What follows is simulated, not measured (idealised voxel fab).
Documented hereafter: the process module known as voxel ribs on slabs.
Cross-section cut: width 295 nm, square cells of 5 nm.
Each cross-section below is a grid of square cells, stated as bands in top-down order, with one or more rows of cells making up each band. Band: top and bottom heights (nm) first, top before bottom; then materials from left to right, widths in nm. "throughout" marks a sole material filling the band edge to edge. "air" denotes empty space. All heights in this document are referenced to 0, defined as the level beneath which the wafer, as received, consists entirely of one material. The lowest band is not bounded below; it extends indefinitely downward and is written in the form "top 0, no bottom". Width "30..40": first value at the band's top row of cells, second value at its bottom row, equal change from row to row. For the purposes of this document, the phrase "identical to before" attached to a step denotes that no cell within the cross-section was modified by that step. Closed-off voids of 8+ cells (no open route to the top) go in "Enclosed cavities", written width x height at distance from the left edge, in nm. Post-settings text on a step line: simulator's own remark regarding the step. overlay nm, on a step with a mask: how far to the right of its planned place the mask lay; to the left if negative.
## Steps planned for the process
1,op RECEIVE | material Si
2,op DIRECTIONAL_DEP | material SiO2 | thk nm 25
3,op DIRECTIONAL_DEP | material SiN | thk nm 20
4,op MASKED_ETCH | tone cover | mask id RIB | width nm 15 | etch materials SiN | depth nm 10 | overlay nm 0
5,op PATTERN | tone cover | mask id SLAB | material resist | width nm 55 | thk nm 15 | overlay nm 0
6,op DIRECTIONAL_ETCH | etch materials SiN | depth nm 10
7,op STRIP | etch materials resist
8,op FILL_DEP | material SiO2 | thk nm 25
9,op CMP | height nm 60
10,op DIRECTIONAL_DEP | material TiN | thk nm 10
11,op DIRECTIONAL_DEP | material aC | thk nm 15
12,op PATTERN | tone cover | mask id HEATER | material resist | width nm 25 | thk nm 30 | overlay nm 0
13,op DIRECTIONAL_ETCH | etch materials aC | depth nm 15
14,op STRIP | etch materials resist
15,op DIRECTIONAL_ETCH | etch materials TiN | depth nm 10
16,op STRIP | etch materials aC
17,op CONFORMAL_DEP | material SiN | thk nm 10
## On the first of the two wafers: run conducted according to plan
## Cross-section of the incoming wafer, state after step 1
> top 0, no bottom: Si throughout
> Enclosed cavities: none
## State of the wafer after step 2, shown in cross-section
> top 25, bottom 0: SiO2 throughout
> Everything below 0 is unchanged.
## State of the wafer after step 3, shown in cross-section
> top 45, bottom 25: SiN throughout
> Everything below 25 is unchanged.
## State of the wafer after step 4, shown in cross-section
> top 45, bottom 35: 140 air, then 15 SiN, then 140 air
> Everything below 35 is unchanged.
## State of the wafer after step 5, shown in cross-section
> top 60, bottom 45: 120 air, then 55 resist, then 120 air
> top 45, bottom 35: 120 air, then 20 resist, then 15 SiN, then 20 resist, then 120 air
> Everything below 35 is unchanged.
## State of the wafer after step 6, shown in cross-section
> top 60, bottom 45: 120 air, then 55 resist, then 120 air
> top 45, bottom 35: 120 air, then 20 resist, then 15 SiN, then 20 resist, then 120 air
> top 35, bottom 25: 120 air, then 55 SiN, then 120 air
> Everything below 25 is unchanged.
## State of the wafer after step 7, shown in cross-section
> top 45, bottom 35: 140 air, then 15 SiN, then 140 air
> Everything below 35 is unchanged.
## State of the wafer after step 8, shown in cross-section
> top 70, bottom 45: SiO2 throughout
> top 45, bottom 35: 140 SiO2, then 15 SiN, then 140 SiO2
> top 35, bottom 25: 120 SiO2, then 55 SiN, then 120 SiO2
> Everything below 25 is unchanged.
## State of the wafer after step 9, shown in cross-section
> top 60, bottom 45: SiO2 throughout
> Everything below 45 is unchanged.
## State of the wafer after step 10, shown in cross-section
> top 70, bottom 60: TiN throughout
> Everything below 60 is unchanged.
## State of the wafer after step 11, shown in cross-section
> top 85, bottom 70: aC throughout
> Everything below 70 is unchanged.
## State of the wafer after step 12, shown in cross-section
> top 115, bottom 85: 135 air, then 25 resist, then 135 air
> Everything below 85 is unchanged.
## State of the wafer after step 13, shown in cross-section
> top 100, bottom 85: 135 air, then 25 resist, then 135 air
> top 85, bottom 70: 135 air, then 25 aC, then 135 air
> Everything below 70 is unchanged.
## State of the wafer after step 14, shown in cross-section
> top 85, bottom 70: 135 air, then 25 aC, then 135 air
> Everything below 70 is unchanged.
## State of the wafer after step 15, shown in cross-section
> top 85, bottom 70: 135 air, then 25 aC, then 135 air
> top 70, bottom 60: 135 air, then 25 TiN, then 135 air
> Everything below 60 is unchanged.
## State of the wafer after step 16, shown in cross-section
> top 70, bottom 60: 135 air, then 25 TiN, then 135 air
> Everything below 60 is unchanged.
## State of the wafer after step 17, shown in cross-section
> top 80, bottom 70: 125 air, then 45 SiN, then 125 air
> top 70, bottom 60: 135 SiN, then 25 TiN, then 135 SiN
> Everything below 60 is unchanged.
## Regarding the second of the two wafers: it shared the first wafer's starting condition and process plan, yet one error occurred during its execution. Its history coincides with that of the first wafer up to and including step 1
## Cross-section of the second wafer at the time step 2 of the plan should have ended
> top 20, bottom 0: SiN throughout
> Everything below 0 is unchanged.
## Cross-section of the second wafer at the time step 3 of the plan should have ended
> top 45, bottom 20: SiO2 throughout
> Everything below 20 is unchanged.
Cross-section of the second wafer at the time step 4 of the plan should have ended: identical to before
## Cross-section of the second wafer at the time step 5 of the plan should have ended
> top 60, bottom 45: 120 air, then 55 resist, then 120 air
> Everything below 45 is unchanged.
Cross-section of the second wafer at the time step 6 of the plan should have ended: identical to before
## Cross-section of the second wafer at the time step 7 of the plan should have ended
> top 45, bottom 20: SiO2 throughout
> Everything below 20 is unchanged.
## Cross-section of the second wafer at the time step 8 of the plan should have ended
> top 70, bottom 20: SiO2 throughout
> Everything below 20 is unchanged.
## Cross-section of the second wafer at the time step 9 of the plan should have ended
> top 60, bottom 20: SiO2 throughout
> Everything below 20 is unchanged.
## Cross-section of the second wafer at the time step 10 of the plan should have ended
> top 70, bottom 60: TiN throughout
> Everything below 60 is unchanged.
## Cross-section of the second wafer at the time step 11 of the plan should have ended
> top 85, bottom 70: aC throughout
> Everything below 70 is unchanged.
## Cross-section of the second wafer at the time step 12 of the plan should have ended
> top 115, bottom 85: 135 air, then 25 resist, then 135 air
> Everything below 85 is unchanged.
## Cross-section of the second wafer at the time step 13 of the plan should have ended
> top 100, bottom 85: 135 air, then 25 resist, then 135 air
> top 85, bottom 70: 135 air, then 25 aC, then 135 air
> Everything below 70 is unchanged.
## Cross-section of the second wafer at the time step 14 of the plan should have ended
> top 85, bottom 70: 135 air, then 25 aC, then 135 air
> Everything below 70 is unchanged.
## Cross-section of the second wafer at the time step 15 of the plan should have ended
> top 85, bottom 70: 135 air, then 25 aC, then 135 air
> top 70, bottom 60: 135 air, then 25 TiN, then 135 air
> Everything below 60 is unchanged.
## Cross-section of the second wafer at the time step 16 of the plan should have ended
> top 70, bottom 60: 135 air, then 25 TiN, then 135 air
> Everything below 60 is unchanged.
## Cross-section of the second wafer at the time step 17 of the plan should have ended
> top 80, bottom 70: 125 air, then 45 SiN, then 125 air
> top 70, bottom 60: 135 SiN, then 25 TiN, then 135 SiN
> Everything below 60 is unchanged.
In executing the process, a mistake was made relative to the plan: steps 2 and 3 of the plan were each performed in the slot designated for the other
at the end the second wafer has, in cells: SiN: 208 more; SiO2: 208 fewer
